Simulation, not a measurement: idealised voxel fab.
The following process module bears the name voxel capacitor over wiring.
This is section cut - it's 165 nm across, gridded in 5 nm square cells.
How to read a cross-section here: the picture is a grid of square cells, written as bands going from the top down, and any band can span one or more rows of cells. This entry defines a band. It first specifies the height of the band's top and the height of its bottom in nm, and then specifies the band's materials from left to right, stating each material with its width in nm. The word "edge to edge" identifies a single material that fills the band from edge to edge, while the word "blank" identifies empty space. Heights are expressed relative to 0, this being the level below which the as-received wafer comprises one material exclusively. The lowest band is unbounded in the downward direction and is denoted as in "0 -> down". Per-row width for "30->40": begins at first number (top row of band), ends at second number (bottom row), increment between rows held constant. No cell of the cross-section changed in a step that is given as "stayed the same". For the entry "Trapped void list", the listed items are empty spaces with no open way to the top whose size is 8 cells or more; each item follows the pattern width x height at distance, where distance is from the left edge and all three are in nm. Anything after a step's settings on that line? It's the simulator's own note about the step. The optional step-line setting "overlay nm" applies to steps with a mask and quantifies how far to the right of its planned location the mask lay, a negative value indicating leftward placement.

The steps planned for the process are as follows:
- 1: RECEIVE,material Si
- 2: CONFORMAL_DEP,material SiO2,thk nm 15
- 3: CONFORMAL_DEP,material SiN,thk nm 5
- 4: DIRECTIONAL_DEP,material SiO2,thk nm 25
- 5: PATTERN,tone open,mask id METAL_1,material resist,width nm 20,pitch nm 75,thk nm 20,overlay nm 0
- 6: DIRECTIONAL_ETCH,etch materials SiO2,depth nm 25
- 7: DIRECTIONAL_ETCH,etch materials SiN,depth nm 5
- 8: STRIP,etch materials resist
- 9: CONFORMAL_DEP,material TiN,thk nm 5
- 10: FILL_DEP,material Ru,thk nm 5
- 11: CMP,height nm 45
- 12: EPI,material Ru,thk nm 5
- 13: FILL_DEP,material SiCN,thk nm 5
- 14: DIRECTIONAL_DEP,material SiO2,thk nm 20
- 15: MASKED_ETCH,tone open,mask id PLUG_1,width nm 15,etch materials SiO2,depth nm 20,overlay nm 0
- 16: MASKED_ETCH,tone open,mask id PLUG_1,width nm 15,etch materials SiCN,depth nm 5,overlay nm 0
- 17: EPI,material Ru,thk nm 10
- 18: EPI,material Ru,thk nm 10
- 19: EPI,material Ru,thk nm 5
- 20: DIRECTIONAL_DEP,material TiN,thk nm 5
- 21: DIRECTIONAL_DEP,material SiN,thk nm 5
- 22: DIRECTIONAL_DEP,material TiN,thk nm 5
- 23: DIRECTIONAL_DEP,material aC,thk nm 15
- 24: PATTERN,tone cover,mask id UPPER_PLATE,material resist,width nm 60,thk nm 30,overlay nm 0
- 25: DIRECTIONAL_ETCH,etch materials aC,depth nm 15
- 26: STRIP,etch materials resist
- 27: DIRECTIONAL_ETCH,etch materials TiN,depth nm 5
- 28: DIRECTIONAL_ETCH,etch materials SiN,depth nm 5
- 29: STRIP,etch materials aC
- 30: MASKED_ETCH,tone cover,mask id LOWER_PLATE,width nm 70,etch materials TiN,depth nm 5,overlay nm 0
- 31: FILL_DEP,material SiO2,thk nm 20
- 32: CMP,height nm 95
- 33: DIRECTIONAL_DEP,material aC,thk nm 15
- 34: PATTERN,tone open,mask id PLUG_2,material resist,width nm 15,thk nm 35,overlay nm 0
- 35: DIRECTIONAL_ETCH,etch materials aC,depth nm 15
- 36: STRIP,etch materials resist
- 37: DIRECTIONAL_ETCH,etch materials SiO2,depth nm 15
- 38: STRIP,etch materials aC
- 39: CONFORMAL_DEP,material TiN,thk nm 5
- 40: FILL_DEP,material Ru,thk nm 5
- 41: CMP,height nm 105
- 42: CONFORMAL_DEP,material SiN,thk nm 5
Be aware that, although all wafers share a common starting state, the height nm at step 32 differs among them, and the plan displays the first wafer's value.

Cut through the first of several wafers as received, post step 1:
    0 -> down | Si edge to edge
    Trapped void list: none

Per wafer, end of module: cells gained (+) or lost (-) per material since receipt, then closed voids:
height nm 95; +81 Ru; +51 SiCN; +70 SiN; +435 SiO2; +89 TiN; Trapped void list: none
height nm 100; +49 Ru; +51 SiCN; +70 SiN; +465 SiO2; +91 TiN; Trapped void list: none
height nm 105; +49 Ru; +51 SiCN; +70 SiN; +495 SiO2; +61 TiN; Trapped void list: none
height nm 110; +48 Ru; +51 SiCN; +70 SiN; +498 SiO2; +59 TiN; Trapped void list: none
